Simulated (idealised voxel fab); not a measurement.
Presented below is a process module, voxel quadruple lines.
For reference, the cross-section in this document is cut, with width 225 nm and square cells of 5 nm.
A cross-section is a grid of square cells, given in bands from the top down. A band is one or more rows of cells. For a band, the entry starts with two heights in nm, that of the top and then that of the bottom, and carries on with the band's materials in order from left to right, each alongside its width in nm; the word "edge to edge" beside a single material means it fills the band edge to edge, and "empty" means empty space. Measure heights from 0. That's the level where, below it, the as-received wafer is all one material. The lowest band is bottomless and extends downward; write it as in "0..down". A width given as "30..40" starts at the first number in the band's top row and ends at the second number in its bottom row, shifting by an equal amount at every step from row to row. When a step is marked "nothing altered", none of the cells in the cross-section changed during that step. "Unvented cavities" contains a list of empty spaces, each no smaller than 8 cells and without an open way to the top, written in the form width x height at distance with the distance from the left edge and all three in nm. Text after the settings on a step's line: the simulator's own remark on that step. You can add "overlay nm" to a step's line. For a step with a mask, it describes how far the mask lay to the right of its planned position, and a negative number describes a lay to the left.

These are the steps we planned for the process:
1 RECEIVE [material Si]
2 CONFORMAL_DEP [material SiO2] [thk nm 5]
3 DIRECTIONAL_DEP [material W] [thk nm 10]
4 DIRECTIONAL_DEP [material polySi] [thk nm 15]
5 DIRECTIONAL_DEP [material aC] [thk nm 20]
6 PATTERN [tone cover] [mask id MANDREL] [material resist] [width nm 20] [thk nm 30] [overlay nm 0]
7 DIRECTIONAL_ETCH [etch materials aC] [depth nm 20]
8 STRIP [etch materials resist]
9 CONFORMAL_DEP [material SiO2] [thk nm 10]
10 DIRECTIONAL_ETCH [etch materials SiO2] [depth nm 10]
11 STRIP [etch materials aC]
12 DIRECTIONAL_ETCH [etch materials polySi] [depth nm 15]
13 STRIP [etch materials SiO2]
14 CONFORMAL_DEP [material SiCN] [thk nm 5]
15 DIRECTIONAL_ETCH [etch materials SiCN] [depth nm 5]
16 STRIP [etch materials polySi]
17 DIRECTIONAL_ETCH [etch materials W] [depth nm 10]
18 STRIP [etch materials SiCN]
19 FILL_DEP [material SiO2] [thk nm 10]
20 CMP [height nm 15]

Wafer, first of two, run as planned:

Incoming wafer in cross-section (state: after step 1):
0..down  Si edge to edge
Unvented cavities: none

The following cross-section depicts the wafer upon completion of step 2:
5..0  SiO2 edge to edge
Anything lower than 0 is untouched.

The following cross-section depicts the wafer upon completion of step 3:
15..5  W edge to edge
Anything lower than 5 is untouched.

The following cross-section depicts the wafer upon completion of step 4:
30..15  polySi edge to edge
Anything lower than 15 is untouched.

The following cross-section depicts the wafer upon completion of step 5:
50..30  aC edge to edge
Anything lower than 30 is untouched.

The following cross-section depicts the wafer upon completion of step 6:
80..50  100 nm empty | 20 nm resist | 105 nm empty
Anything lower than 50 is untouched.

The following cross-section depicts the wafer upon completion of step 7:
60..50  100 nm empty | 20 nm resist | 105 nm empty
50..30  100 nm empty | 20 nm aC | 105 nm empty
Anything lower than 30 is untouched.

The following cross-section depicts the wafer upon completion of step 8:
50..30  100 nm empty | 20 nm aC | 105 nm empty
Anything lower than 30 is untouched.

The following cross-section depicts the wafer upon completion of step 9:
60..50  90 nm empty | 40 nm SiO2 | 95 nm empty
50..40  90 nm empty | 10 nm SiO2 | 20 nm aC | 10 nm SiO2 | 95 nm empty
40..30  100 nm SiO2 | 20 nm aC | 105 nm SiO2
Anything lower than 30 is untouched.

The following cross-section depicts the wafer upon completion of step 10:
50..30  90 nm empty | 10 nm SiO2 | 20 nm aC | 10 nm SiO2 | 95 nm empty
Anything lower than 30 is untouched.

The following cross-section depicts the wafer upon completion of step 11:
50..30  90 nm empty | 10 nm SiO2 | 20 nm empty | 10 nm SiO2 | 95 nm empty
Anything lower than 30 is untouched.

The following cross-section depicts the wafer upon completion of step 12:
50..30  90 nm empty | 10 nm SiO2 | 20 nm empty | 10 nm SiO2 | 95 nm empty
30..15  90 nm empty | 10 nm polySi | 20 nm empty | 10 nm polySi | 95 nm empty
Anything lower than 15 is untouched.

The following cross-section depicts the wafer upon completion of step 13:
30..15  90 nm empty | 10 nm polySi | 20 nm empty | 10 nm polySi | 95 nm empty
Anything lower than 15 is untouched.

The following cross-section depicts the wafer upon completion of step 14:
35..30  85 nm empty | 20 nm SiCN | 10 nm empty | 20 nm SiCN | 90 nm empty
30..20  85 nm empty | 5 nm SiCN | 10 nm polySi | 5 nm SiCN | 10 nm empty | 5 nm SiCN | 10 nm polySi | 5 nm SiCN | 90 nm empty
20..15  90 nm SiCN | 10 nm polySi | 20 nm SiCN | 10 nm polySi | 95 nm SiCN
Anything lower than 15 is untouched.

The following cross-section depicts the wafer upon completion of step 15:
30..15  85 nm empty | 5 nm SiCN | 10 nm polySi | 5 nm SiCN | 10 nm empty | 5 nm SiCN | 10 nm polySi | 5 nm SiCN | 90 nm empty
Anything lower than 15 is untouched.

The following cross-section depicts the wafer upon completion of step 16:
30..15  85 nm empty | 5 nm SiCN | 10 nm empty | 5 nm SiCN | 10 nm empty | 5 nm SiCN | 10 nm empty | 5 nm SiCN | 90 nm empty
Anything lower than 15 is untouched.

The following cross-section depicts the wafer upon completion of step 17:
30..15  85 nm empty | 5 nm SiCN | 10 nm empty | 5 nm SiCN | 10 nm empty | 5 nm SiCN | 10 nm empty | 5 nm SiCN | 90 nm empty
15..5  85 nm empty | 5 nm W | 10 nm empty | 5 nm W | 10 nm empty | 5 nm W | 10 nm empty | 5 nm W | 90 nm empty
Anything lower than 5 is untouched.

The following cross-section depicts the wafer upon completion of step 18:
15..5  85 nm empty | 5 nm W | 10 nm empty | 5 nm W | 10 nm empty | 5 nm W | 10 nm empty | 5 nm W | 90 nm empty
Anything lower than 5 is untouched.

The following cross-section depicts the wafer upon completion of step 19:
25..15  SiO2 edge to edge
15..5  85 nm SiO2 | 5 nm W | 10 nm SiO2 | 5 nm W | 10 nm SiO2 | 5 nm W | 10 nm SiO2 | 5 nm W | 90 nm SiO2
Anything lower than 5 is untouched.

The following cross-section depicts the wafer upon completion of step 20:
15..5  85 nm SiO2 | 5 nm W | 10 nm SiO2 | 5 nm W | 10 nm SiO2 | 5 nm W | 10 nm SiO2 | 5 nm W | 90 nm SiO2
Anything lower than 5 is untouched.

It is to be noted that the second wafer proceeded from the same initial state and according to the same plan as the first, although one mistake was committed in its execution; through step 19, inclusive, the two wafers share an identical history:

Second wafer, cut view, end of step 20 per plan:
10..5  85 nm SiO2 | 5 nm W | 10 nm SiO2 | 5 nm W | 10 nm SiO2 | 5 nm W | 10 nm SiO2 | 5 nm W | 90 nm SiO2
Anything lower than 5 is untouched.
What went wrong in running the wafer? not per plan at step 20, really ran CMP [height nm 10]
Final comparison by cell count, materials where the second wafer has more or fewer than the first: SiO2 -41, W -4
